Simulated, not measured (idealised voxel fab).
process module | voxel transistor to metal
cross-section cut | 155 nm wide | cells 5 nm
A cross-section is a grid of square cells, given in bands from the top down. A band is one or more rows of cells.
Each band's line starts with the height of the band's top and of its bottom, in nm. Then come its materials from left to right, each with its width in nm. One material with "throughout" fills the band from edge to edge. "air" is empty space.
Height 0 is the level under which the wafer as received is all one material. The lowest band goes on downwards, as in "0 down".
A width such as "30 to 40" changes by the same amount from each row of cells to the next, from the band's top row to its bottom row.
"no change" after a step means that no cell of the cross-section changed.
closed voids: empty space of 8 cells or more with no open way to the top, each as width x height at its distance from the left edge, in nm
after a step's settings: what the simulator itself notes on the step
overlay nm, on a step with a mask: how far to the right of its planned place the mask lay; to the left if negative
plan
1 op RECEIVE | material Si
2 op OXIDIZE | depth nm 5
3 op CONFORMAL_DEP | material SiN | thk nm 10
4 op PATTERN | tone cover | mask id ACTIVE | material resist | width nm 110 | thk nm 15 | overlay nm 0
5 op DIRECTIONAL_ETCH | etch materials SiN | depth nm 10
6 op DIRECTIONAL_ETCH | etch materials SiO2 | depth nm 5
7 op DIRECTIONAL_ETCH | etch materials Si | depth nm 20
8 op STRIP | etch materials resist
9 op OXIDIZE | depth nm 5
10 op FILL_DEP | material SiO2 | thk nm 5
11 op CMP | height nm 10
12 op SELECTIVE_ETCH | etch materials SiO2 | depth nm 5
13 op STRIP | etch materials SiN
14 op SELECTIVE_ETCH | etch materials SiO2 | depth nm 5
15 op OXIDIZE | depth nm 5
16 op DIRECTIONAL_DEP | material polySi | thk nm 25
17 op DIRECTIONAL_DEP | material SiCN | thk nm 15
18 op DIRECTIONAL_DEP | material aC | thk nm 10
19 op PATTERN | tone cover | mask id GATE | material resist | width nm 30 | thk nm 30 | overlay nm 0
20 op DIRECTIONAL_ETCH | etch materials aC | depth nm 10
21 op STRIP | etch materials resist
22 op DIRECTIONAL_ETCH | etch materials SiCN | depth nm 25
23 op DIRECTIONAL_ETCH | etch materials polySi | depth nm 35
24 op STRIP | etch materials aC
25 op CONFORMAL_DEP | material SiO2 | thk nm 5
26 op DIRECTIONAL_ETCH | etch materials SiO2 | depth nm 5
27 op CONFORMAL_DEP | material SiN | thk nm 5
28 op DIRECTIONAL_ETCH | etch materials SiN | depth nm 5
29 op DIRECTIONAL_ETCH | etch materials SiO2 | depth nm 5
30 op DIRECTIONAL_ETCH | etch materials Si | depth nm 5
31 op EPI | material pSi | thk nm 10
32 op FILL_DEP | material SiO2 | thk nm 5
33 op CMP | height nm 20
34 op STRIP | etch materials polySi
35 op SELECTIVE_ETCH | etch materials SiO2 | depth nm 5
36 op CONFORMAL_DEP | material HfO2 | thk nm 5
37 op CONFORMAL_DEP | material TiN | thk nm 5
38 op FILL_DEP | material W | thk nm 5
39 op CMP | height nm 15
40 op DIRECTIONAL_DEP | material SiO2 | thk nm 10
41 op PATTERN | tone open | mask id CONTACT | material resist | width nm 20 | pitch nm 80 | thk nm 20 | overlay nm 0
42 op DIRECTIONAL_ETCH | etch materials SiO2 | depth nm 30
43 op STRIP | etch materials resist
44 op CONFORMAL_DEP | material TiN | thk nm 5
45 op FILL_DEP | material W | thk nm 10
46 op CMP | height nm 25
47 op DIRECTIONAL_DEP | material TiN | thk nm 5
48 op DIRECTIONAL_DEP | material W | thk nm 25
49 op PATTERN | tone cover | mask id METAL_1 | material resist | width nm 20 | pitch nm 80 | thk nm 20 | overlay nm 0
50 op DIRECTIONAL_ETCH | etch materials W | depth nm 25
51 op DIRECTIONAL_ETCH | etch materials TiN | depth nm 5
52 op STRIP | etch materials resist
53 op CONFORMAL_DEP | material SiN | thk nm 5
54 op FILL_DEP | material SiO2 | thk nm 5
55 op CMP | height nm 55
56 op CONFORMAL_DEP | material SiCN | thk nm 5
57 op DIRECTIONAL_DEP | material SiO2 | thk nm 35
58 op DIRECTIONAL_DEP | material aC | thk nm 10
59 op PATTERN | tone open | mask id METAL_2 | material resist | width nm 20 | pitch nm 80 | thk nm 30 | overlay nm 0
60 op DIRECTIONAL_ETCH | etch materials aC | depth nm 10
61 op STRIP | etch materials resist
62 op DIRECTIONAL_ETCH | etch materials SiO2 | depth nm 20
63 op STRIP | etch materials aC
64 op DIRECTIONAL_DEP | material aC | thk nm 15
65 op PATTERN | tone open | mask id METAL_2_HOLES | material resist | width nm 15 | pitch nm 80 | thk nm 30 | overlay nm 0
66 op DIRECTIONAL_ETCH | etch materials aC | depth nm 15
67 op STRIP | etch materials resist
68 op DIRECTIONAL_ETCH | etch materials SiO2 | depth nm 15
69 op DIRECTIONAL_ETCH | etch materials SiCN | depth nm 5
70 op STRIP | etch materials aC
71 op CONFORMAL_DEP | material TiN | thk nm 5
72 op FILL_DEP | material Cu | thk nm 10
73 op CMP | height nm 95
74 op CONFORMAL_DEP | material SiCN | thk nm 5
first wafer, as planned
as received, after step 1
  0 down: Si throughout
  closed voids: none
after step 2
  0 to -5: SiO2 throughout
  below -5: unchanged
after step 3
  10 to 0: SiN throughout
  below 0: unchanged
after step 4
  25 to 10: air 20 | resist 110 | air 25
  below 10: unchanged
after step 5
  25 to 10: air 20 | resist 110 | air 25
  10 to 0: air 20 | SiN 110 | air 25
  below 0: unchanged
after step 6
  25 to 10: air 20 | resist 110 | air 25
  10 to 0: air 20 | SiN 110 | air 25
  0 to -5: air 20 | SiO2 110 | air 25
  below -5: unchanged
after step 7
  25 to 10: air 20 | resist 110 | air 25
  10 to 0: air 20 | SiN 110 | air 25
  0 to -5: air 20 | SiO2 110 | air 25
  -5 to -25: air 20 | Si 110 | air 25
  below -25: unchanged
after step 8
  10 to 0: air 20 | SiN 110 | air 25
  below 0: unchanged
after step 9
  10 to 0: air 20 | SiN 110 | air 25
  0 to -5: air 20 | SiO2 110 | air 25
  -5 to -25: air 20 | SiO2 5 | Si 100 | SiO2 5 | air 25
  -25 to -30: SiO2 25 | Si 100 | SiO2 30
  below -30: unchanged
after step 10
  15 to 10: SiO2 throughout
  10 to 0: SiO2 20 | SiN 110 | SiO2 25
  0 to -5: SiO2 throughout
  -5 to -30: SiO2 25 | Si 100 | SiO2 30
  below -30: unchanged
after step 11
  10 to 0: SiO2 20 | SiN 110 | SiO2 25
  below 0: unchanged
after step 12
  10 to 5: air 20 | SiN 110 | air 25
  below 5: unchanged
after step 13
  5 to 0: SiO2 20 | air 110 | SiO2 25
  below 0: unchanged
after step 14
  0 to -5: SiO2 15 | air 120 | SiO2 20
  below -5: unchanged
after step 15
  0 to -5: SiO2 15 | air 120 | SiO2 20
  -5 to -10: SiO2 throughout
  below -10: unchanged
after step 16
  25 to 20: polySi 15 | air 120 | polySi 20
  20 to 0: polySi throughout
  0 to -5: SiO2 15 | polySi 120 | SiO2 20
  below -5: unchanged
after step 17
  40 to 35: SiCN 15 | air 120 | SiCN 20
  35 to 25: SiCN throughout
  25 to 20: polySi 15 | SiCN 120 | polySi 20
  below 20: unchanged
after step 18
  50 to 45: aC 15 | air 120 | aC 20
  45 to 40: aC throughout
  40 to 35: SiCN 15 | aC 120 | SiCN 20
  below 35: unchanged
after step 19
  80 to 50: air 60 | resist 30 | air 65
  50 to 45: aC 15 | air 45 | resist 30 | air 45 | aC 20
  below 45: unchanged
after step 20
  70 to 45: air 60 | resist 30 | air 65
  45 to 40: air 60 | aC 30 | air 65
  40 to 35: SiCN 15 | air 45 | aC 30 | air 45 | SiCN 20
  below 35: unchanged
after step 21
  45 to 40: air 60 | aC 30 | air 65
  below 40: unchanged
after step 22
  45 to 35: air 60 | aC 30 | air 65
  35 to 25: air 60 | SiCN 30 | air 65
  25 to 20: polySi 15 | air 45 | SiCN 30 | air 45 | polySi 20
  below 20: unchanged
after step 23
  45 to 35: air 60 | aC 30 | air 65
  35 to 20: air 60 | SiCN 30 | air 65
  20 to 0: air 60 | polySi 30 | air 65
  0 to -5: SiO2 15 | air 45 | polySi 30 | air 45 | SiO2 20
  below -5: unchanged
after step 24
  35 to 20: air 60 | SiCN 30 | air 65
  below 20: unchanged
after step 25
  40 to 35: air 55 | SiO2 40 | air 60
  35 to 20: air 55 | SiO2 5 | SiCN 30 | SiO2 5 | air 60
  20 to 5: air 55 | SiO2 5 | polySi 30 | SiO2 5 | air 60
  5 to 0: SiO2 20 | air 35 | SiO2 5 | polySi 30 | SiO2 5 | air 35 | SiO2 25
  0 to -5: SiO2 60 | polySi 30 | SiO2 65
  below -5: unchanged
after step 26
  35 to 20: air 55 | SiO2 5 | SiCN 30 | SiO2 5 | air 60
  20 to 0: air 55 | SiO2 5 | polySi 30 | SiO2 5 | air 60
  0 to -5: SiO2 20 | air 35 | SiO2 5 | polySi 30 | SiO2 5 | air 35 | SiO2 25
  below -5: unchanged
after step 27
  40 to 35: air 50 | SiN 50 | air 55
  35 to 20: air 50 | SiN 5 | SiO2 5 | SiCN 30 | SiO2 5 | SiN 5 | air 55
  20 to 5: air 50 | SiN 5 | SiO2 5 | polySi 30 | SiO2 5 | SiN 5 | air 55
  5 to 0: SiN 25 | air 25 | SiN 5 | SiO2 5 | polySi 30 | SiO2 5 | SiN 5 | air 25 | SiN 30
  0 to -5: SiO2 20 | SiN 35 | SiO2 5 | polySi 30 | SiO2 5 | SiN 35 | SiO2 25
  below -5: unchanged
after step 28
  35 to 20: air 50 | SiN 5 | SiO2 5 | SiCN 30 | SiO2 5 | SiN 5 | air 55
  20 to 0: air 50 | SiN 5 | SiO2 5 | polySi 30 | SiO2 5 | SiN 5 | air 55
  0 to -5: SiO2 20 | SiN 5 | air 25 | SiN 5 | SiO2 5 | polySi 30 | SiO2 5 | SiN 5 | air 25 | SiN 5 | SiO2 25
  below -5: unchanged
after step 29
  35 to 30: air 50 | SiN 5 | air 5 | SiCN 30 | air 5 | SiN 5 | air 55
  30 to 20: air 50 | SiN 5 | SiO2 5 | SiCN 30 | SiO2 5 | SiN 5 | air 55
  20 to 0: air 50 | SiN 5 | SiO2 5 | polySi 30 | SiO2 5 | SiN 5 | air 55
  0 to -5: air 20 | SiN 5 | air 25 | SiN 5 | SiO2 5 | polySi 30 | SiO2 5 | SiN 5 | air 25 | SiN 5 | air 25
  -5 to -10: SiO2 25 | air 25 | SiO2 50 | air 25 | SiO2 30
  below -10: unchanged
after step 30
  35 to 30: air 50 | SiN 5 | air 5 | SiCN 30 | air 5 | SiN 5 | air 55
  30 to 20: air 50 | SiN 5 | SiO2 5 | SiCN 30 | SiO2 5 | SiN 5 | air 55
  20 to 0: air 50 | SiN 5 | SiO2 5 | polySi 30 | SiO2 5 | SiN 5 | air 55
  0 to -5: air 20 | SiN 5 | air 25 | SiN 5 | SiO2 5 | polySi 30 | SiO2 5 | SiN 5 | air 25 | SiN 5 | air 25
  -5 to -10: SiO2 25 | air 25 | SiO2 50 | air 25 | SiO2 30
  -10 to -15: SiO2 25 | air 25 | Si 50 | air 25 | SiO2 30
  below -15: unchanged
after step 31
  35 to 30: air 50 | SiN 5 | air 5 | SiCN 30 | air 5 | SiN 5 | air 55
  30 to 20: air 50 | SiN 5 | SiO2 5 | SiCN 30 | SiO2 5 | SiN 5 | air 55
  20 to 0: air 50 | SiN 5 | SiO2 5 | polySi 30 | SiO2 5 | SiN 5 | air 55
  0 to -5: air 20 | SiN 5 | air 15 | pSi 10 | SiN 5 | SiO2 5 | polySi 30 | SiO2 5 | SiN 5 | pSi 10 | air 15 | SiN 5 | air 25
  -5 to -10: SiO2 25 | pSi 25 | SiO2 50 | pSi 25 | SiO2 30
  -10 to -15: SiO2 25 | pSi 25 | Si 50 | pSi 25 | SiO2 30
  below -15: unchanged
after step 32
  40 to 35: SiO2 throughout
  35 to 20: SiO2 50 | SiN 5 | SiO2 5 | SiCN 30 | SiO2 5 | SiN 5 | SiO2 55
  20 to 0: SiO2 50 | SiN 5 | SiO2 5 | polySi 30 | SiO2 5 | SiN 5 | SiO2 55
  0 to -5: SiO2 20 | SiN 5 | SiO2 15 | pSi 10 | SiN 5 | SiO2 5 | polySi 30 | SiO2 5 | SiN 5 | pSi 10 | SiO2 15 | SiN 5 | SiO2 25
  below -5: unchanged
after step 33
  20 to 0: SiO2 50 | SiN 5 | SiO2 5 | polySi 30 | SiO2 5 | SiN 5 | SiO2 55
  below 0: unchanged
after step 34
  20 to 0: SiO2 50 | SiN 5 | SiO2 5 | air 30 | SiO2 5 | SiN 5 | SiO2 55
  0 to -5: SiO2 20 | SiN 5 | SiO2 15 | pSi 10 | SiN 5 | SiO2 5 | air 30 | SiO2 5 | SiN 5 | pSi 10 | SiO2 15 | SiN 5 | SiO2 25
  below -5: unchanged
after step 35
  20 to 15: air 50 | SiN 5 | air 40 | SiN 5 | air 55
  15 to 0: SiO2 50 | SiN 5 | air 40 | SiN 5 | SiO2 55
  0 to -5: SiO2 20 | SiN 5 | SiO2 15 | pSi 10 | SiN 5 | air 40 | SiN 5 | pSi 10 | SiO2 15 | SiN 5 | SiO2 25
  -5 to -10: SiO2 25 | pSi 25 | SiO2 5 | air 40 | SiO2 5 | pSi 25 | SiO2 30
  below -10: unchanged
after step 36
  25 to 20: air 45 | HfO2 15 | air 30 | HfO2 15 | air 50
  20 to 15: HfO2 50 | SiN 5 | HfO2 5 | air 30 | HfO2 5 | SiN 5 | HfO2 55
  15 to 0: SiO2 50 | SiN 5 | HfO2 5 | air 30 | HfO2 5 | SiN 5 | SiO2 55
  0 to -5: SiO2 20 | SiN 5 | SiO2 15 | pSi 10 | SiN 5 | HfO2 5 | air 30 | HfO2 5 | SiN 5 | pSi 10 | SiO2 15 | SiN 5 | SiO2 25
  -5 to -10: SiO2 25 | pSi 25 | SiO2 5 | HfO2 40 | SiO2 5 | pSi 25 | SiO2 30
  below -10: unchanged
after step 37
  30 to 25: air 40 | TiN 25 | air 20 | TiN 25 | air 45
  25 to 20: TiN 45 | HfO2 15 | TiN 5 | air 20 | TiN 5 | HfO2 15 | TiN 50
  20 to 15: HfO2 50 | SiN 5 | HfO2 5 | TiN 5 | air 20 | TiN 5 | HfO2 5 | SiN 5 | HfO2 55
  15 to 0: SiO2 50 | SiN 5 | HfO2 5 | TiN 5 | air 20 | TiN 5 | HfO2 5 | SiN 5 | SiO2 55
  0 to -5: SiO2 20 | SiN 5 | SiO2 15 | pSi 10 | SiN 5 | HfO2 5 | TiN 30 | HfO2 5 | SiN 5 | pSi 10 | SiO2 15 | SiN 5 | SiO2 25
  below -5: unchanged
after step 38
  35 to 30: W throughout
  30 to 25: W 40 | TiN 25 | W 20 | TiN 25 | W 45
  25 to 20: TiN 45 | HfO2 15 | TiN 5 | W 20 | TiN 5 | HfO2 15 | TiN 50
  20 to 15: HfO2 50 | SiN 5 | HfO2 5 | TiN 5 | W 20 | TiN 5 | HfO2 5 | SiN 5 | HfO2 55
  15 to 0: SiO2 50 | SiN 5 | HfO2 5 | TiN 5 | W 20 | TiN 5 | HfO2 5 | SiN 5 | SiO2 55
  below 0: unchanged
after step 39
  15 to 0: SiO2 50 | SiN 5 | HfO2 5 | TiN 5 | W 20 | TiN 5 | HfO2 5 | SiN 5 | SiO2 55
  below 0: unchanged
after step 40
  25 to 15: SiO2 throughout
  below 15: unchanged
after step 41
  45 to 25: resist 25 | air 20 | resist 60 | air 20 | resist 30
  below 25: unchanged
after step 42
  45 to 25: resist 25 | air 20 | resist 60 | air 20 | resist 30
  25 to 15: SiO2 25 | air 20 | SiO2 60 | air 20 | SiO2 30
  15 to 0: SiO2 25 | air 20 | SiO2 5 | SiN 5 | HfO2 5 | TiN 5 | W 20 | TiN 5 | HfO2 5 | SiN 5 | SiO2 5 | air 20 | SiO2 30
  0 to -5: SiO2 20 | SiN 5 | air 15 | pSi 10 | SiN 5 | HfO2 5 | TiN 30 | HfO2 5 | SiN 5 | pSi 10 | air 15 | SiN 5 | SiO2 25
  below -5: unchanged
after step 43
  25 to 15: SiO2 25 | air 20 | SiO2 60 | air 20 | SiO2 30
  below 15: unchanged
after step 44
  30 to 25: TiN 30 | air 10 | TiN 70 | air 10 | TiN 35
  25 to 15: SiO2 25 | TiN 5 | air 10 | TiN 5 | SiO2 60 | TiN 5 | air 10 | TiN 5 | SiO2 30
  15 to 5: SiO2 25 | TiN 5 | air 10 | TiN 5 | SiO2 5 | SiN 5 | HfO2 5 | TiN 5 | W 20 | TiN 5 | HfO2 5 | SiN 5 | SiO2 5 | TiN 5 | air 10 | TiN 5 | SiO2 30
  5 to 0: SiO2 25 | TiN 5 | air 5 | TiN 10 | SiO2 5 | SiN 5 | HfO2 5 | TiN 5 | W 20 | TiN 5 | HfO2 5 | SiN 5 | SiO2 5 | TiN 10 | air 5 | TiN 5 | SiO2 30
  0 to -5: SiO2 20 | SiN 5 | TiN 15 | pSi 10 | SiN 5 | HfO2 5 | TiN 30 | HfO2 5 | SiN 5 | pSi 10 | TiN 15 | SiN 5 | SiO2 25
  below -5: unchanged
after step 45
  40 to 30: W throughout
  30 to 25: TiN 30 | W 10 | TiN 70 | W 10 | TiN 35
  25 to 15: SiO2 25 | TiN 5 | W 10 | TiN 5 | SiO2 60 | TiN 5 | W 10 | TiN 5 | SiO2 30
  15 to 5: SiO2 25 | TiN 5 | W 10 | TiN 5 | SiO2 5 | SiN 5 | HfO2 5 | TiN 5 | W 20 | TiN 5 | HfO2 5 | SiN 5 | SiO2 5 | TiN 5 | W 10 | TiN 5 | SiO2 30
  5 to 0: SiO2 25 | TiN 5 | W 5 | TiN 10 | SiO2 5 | SiN 5 | HfO2 5 | TiN 5 | W 20 | TiN 5 | HfO2 5 | SiN 5 | SiO2 5 | TiN 10 | W 5 | TiN 5 | SiO2 30
  below 0: unchanged
after step 46
  25 to 15: SiO2 25 | TiN 5 | W 10 | TiN 5 | SiO2 60 | TiN 5 | W 10 | TiN 5 | SiO2 30
  below 15: unchanged
after step 47
  30 to 25: TiN throughout
  below 25: unchanged
after step 48
  55 to 30: W throughout
  below 30: unchanged
after step 49
  75 to 55: air 25 | resist 20 | air 60 | resist 20 | air 30
  below 55: unchanged
after step 50
  75 to 55: air 25 | resist 20 | air 60 | resist 20 | air 30
  55 to 30: air 25 | W 20 | air 60 | W 20 | air 30
  below 30: unchanged
after step 51
  75 to 55: air 25 | resist 20 | air 60 | resist 20 | air 30
  55 to 30: air 25 | W 20 | air 60 | W 20 | air 30
  30 to 25: air 25 | TiN 20 | air 60 | TiN 20 | air 30
  below 25: unchanged
after step 52
  55 to 30: air 25 | W 20 | air 60 | W 20 | air 30
  below 30: unchanged
after step 53
  60 to 55: air 20 | SiN 30 | air 50 | SiN 30 | air 25
  55 to 30: air 20 | SiN 5 | W 20 | SiN 5 | air 50 | SiN 5 | W 20 | SiN 5 | air 25
  30 to 25: SiN 25 | TiN 20 | SiN 60 | TiN 20 | SiN 30
  below 25: unchanged
after step 54
  65 to 60: SiO2 throughout
  60 to 55: SiO2 20 | SiN 30 | SiO2 50 | SiN 30 | SiO2 25
  55 to 30: SiO2 20 | SiN 5 | W 20 | SiN 5 | SiO2 50 | SiN 5 | W 20 | SiN 5 | SiO2 25
  below 30: unchanged
after step 55
  55 to 30: SiO2 20 | SiN 5 | W 20 | SiN 5 | SiO2 50 | SiN 5 | W 20 | SiN 5 | SiO2 25
  below 30: unchanged
after step 56
  60 to 55: SiCN throughout
  below 55: unchanged
after step 57
  95 to 60: SiO2 throughout
  below 60: unchanged
after step 58
  105 to 95: aC throughout
  below 95: unchanged
after step 59
  135 to 105: resist 25 | air 20 | resist 60 | air 20 | resist 30
  below 105: unchanged
after step 60
  125 to 105: resist 25 | air 20 | resist 60 | air 20 | resist 30
  105 to 95: aC 25 | air 20 | aC 60 | air 20 | aC 30
  below 95: unchanged
after step 61
  105 to 95: aC 25 | air 20 | aC 60 | air 20 | aC 30
  below 95: unchanged
after step 62
  105 to 95: aC 25 | air 20 | aC 60 | air 20 | aC 30
  95 to 75: SiO2 25 | air 20 | SiO2 60 | air 20 | SiO2 30
  below 75: unchanged
after step 63
  95 to 75: SiO2 25 | air 20 | SiO2 60 | air 20 | SiO2 30
  below 75: unchanged
after step 64
  110 to 95: aC 25 | air 20 | aC 60 | air 20 | aC 30
  95 to 90: SiO2 25 | air 20 | SiO2 60 | air 20 | SiO2 30
  90 to 75: SiO2 25 | aC 20 | SiO2 60 | aC 20 | SiO2 30
  below 75: unchanged
after step 65
  140 to 110: resist 25 | air 15 | resist 65 | air 15 | resist 35
  110 to 95: aC 25 | air 15 | resist 5 | aC 60 | air 15 | resist 5 | aC 30
  95 to 90: SiO2 25 | air 15 | resist 5 | SiO2 60 | air 15 | resist 5 | SiO2 30
  below 90: unchanged
after step 66
  125 to 110: resist 25 | air 15 | resist 65 | air 15 | resist 35
  110 to 95: aC 25 | air 15 | resist 5 | aC 60 | air 15 | resist 5 | aC 30
  95 to 90: SiO2 25 | air 15 | resist 5 | SiO2 60 | air 15 | resist 5 | SiO2 30
  90 to 75: SiO2 25 | air 15 | aC 5 | SiO2 60 | air 15 | aC 5 | SiO2 30
  below 75: unchanged
after step 67
  110 to 95: aC 25 | air 20 | aC 60 | air 20 | aC 30
  95 to 90: SiO2 25 | air 20 | SiO2 60 | air 20 | SiO2 30
  below 90: unchanged
after step 68
  110 to 95: aC 25 | air 20 | aC 60 | air 20 | aC 30
  95 to 90: SiO2 25 | air 20 | SiO2 60 | air 20 | SiO2 30
  90 to 75: SiO2 25 | air 15 | aC 5 | SiO2 60 | air 15 | aC 5 | SiO2 30
  75 to 60: SiO2 25 | air 15 | SiO2 65 | air 15 | SiO2 35
  below 60: unchanged
after step 69
  110 to 95: aC 25 | air 20 | aC 60 | air 20 | aC 30
  95 to 90: SiO2 25 | air 20 | SiO2 60 | air 20 | SiO2 30
  90 to 75: SiO2 25 | air 15 | aC 5 | SiO2 60 | air 15 | aC 5 | SiO2 30
  75 to 60: SiO2 25 | air 15 | SiO2 65 | air 15 | SiO2 35
  60 to 55: SiCN 25 | air 15 | SiCN 65 | air 15 | SiCN 35
  below 55: unchanged
after step 70
  95 to 75: SiO2 25 | air 20 | SiO2 60 | air 20 | SiO2 30
  below 75: unchanged
after step 71
  100 to 95: TiN 30 | air 10 | TiN 70 | air 10 | TiN 35
  95 to 80: SiO2 25 | TiN 5 | air 10 | TiN 5 | SiO2 60 | TiN 5 | air 10 | TiN 5 | SiO2 30
  80 to 75: SiO2 25 | TiN 5 | air 5 | TiN 10 | SiO2 60 | TiN 5 | air 5 | TiN 10 | SiO2 30
  75 to 60: SiO2 25 | TiN 5 | air 5 | TiN 5 | SiO2 65 | TiN 5 | air 5 | TiN 5 | SiO2 35
  60 to 55: SiCN 25 | TiN 15 | SiCN 65 | TiN 15 | SiCN 35
  below 55: unchanged
after step 72
  110 to 100: Cu throughout
  100 to 95: TiN 30 | Cu 10 | TiN 70 | Cu 10 | TiN 35
  95 to 80: SiO2 25 | TiN 5 | Cu 10 | TiN 5 | SiO2 60 | TiN 5 | Cu 10 | TiN 5 | SiO2 30
  80 to 75: SiO2 25 | TiN 5 | Cu 5 | TiN 10 | SiO2 60 | TiN 5 | Cu 5 | TiN 10 | SiO2 30
  75 to 60: SiO2 25 | TiN 5 | Cu 5 | TiN 5 | SiO2 65 | TiN 5 | Cu 5 | TiN 5 | SiO2 35
  below 60: unchanged
after step 73
  95 to 80: SiO2 25 | TiN 5 | Cu 10 | TiN 5 | SiO2 60 | TiN 5 | Cu 10 | TiN 5 | SiO2 30
  below 80: unchanged
after step 74
  100 to 95: SiCN throughout
  below 95: unchanged
second wafer: like start, like plan, one mistake. Through step 55 it matches the first wafer
when step 56 should have ended
  90 to 55: SiO2 throughout
  below 55: unchanged
when step 57 should have ended
  95 to 90: SiCN throughout
  below 90: unchanged
when step 58 should have ended
  105 to 95: aC throughout
  below 95: unchanged
when step 59 should have ended
  135 to 105: resist 25 | air 20 | resist 60 | air 20 | resist 30
  below 105: unchanged
when step 60 should have ended
  125 to 105: resist 25 | air 20 | resist 60 | air 20 | resist 30
  105 to 95: aC 25 | air 20 | aC 60 | air 20 | aC 30
  below 95: unchanged
when step 61 should have ended
  105 to 95: aC 25 | air 20 | aC 60 | air 20 | aC 30
  below 95: unchanged
when step 62 should have ended: no change
when step 63 should have ended
  95 to 90: SiCN throughout
  below 90: unchanged
when step 64 should have ended
  110 to 95: aC throughout
  below 95: unchanged
when step 65 should have ended
  140 to 110: resist 25 | air 15 | resist 65 | air 15 | resist 35
  below 110: unchanged
when step 66 should have ended
  125 to 110: resist 25 | air 15 | resist 65 | air 15 | resist 35
  110 to 95: aC 25 | air 15 | aC 65 | air 15 | aC 35
  below 95: unchanged
when step 67 should have ended
  110 to 95: aC 25 | air 15 | aC 65 | air 15 | aC 35
  below 95: unchanged
when step 68 should have ended: no change
when step 69 should have ended
  110 to 95: aC 25 | air 15 | aC 65 | air 15 | aC 35
  95 to 90: SiCN 25 | air 15 | SiCN 65 | air 15 | SiCN 35
  below 90: unchanged
when step 70 should have ended
  95 to 90: SiCN 25 | air 15 | SiCN 65 | air 15 | SiCN 35
  below 90: unchanged
when step 71 should have ended
  100 to 95: TiN 30 | air 5 | TiN 75 | air 5 | TiN 40
  95 to 90: SiCN 25 | TiN 15 | SiCN 65 | TiN 15 | SiCN 35
  below 90: unchanged
when step 72 should have ended
  110 to 100: Cu throughout
  100 to 95: TiN 30 | Cu 5 | TiN 75 | Cu 5 | TiN 40
  below 95: unchanged
when step 73 should have ended
  95 to 90: SiCN 25 | TiN 15 | SiCN 65 | TiN 15 | SiCN 35
  below 90: unchanged
when step 74 should have ended
  100 to 95: SiCN throughout
  below 95: unchanged
what went wrong: steps 56 and 57 were swapped
at the end the second wafer has, in cells: 20 fewer of Cu | 50 more of SiO2 | 30 fewer of TiN
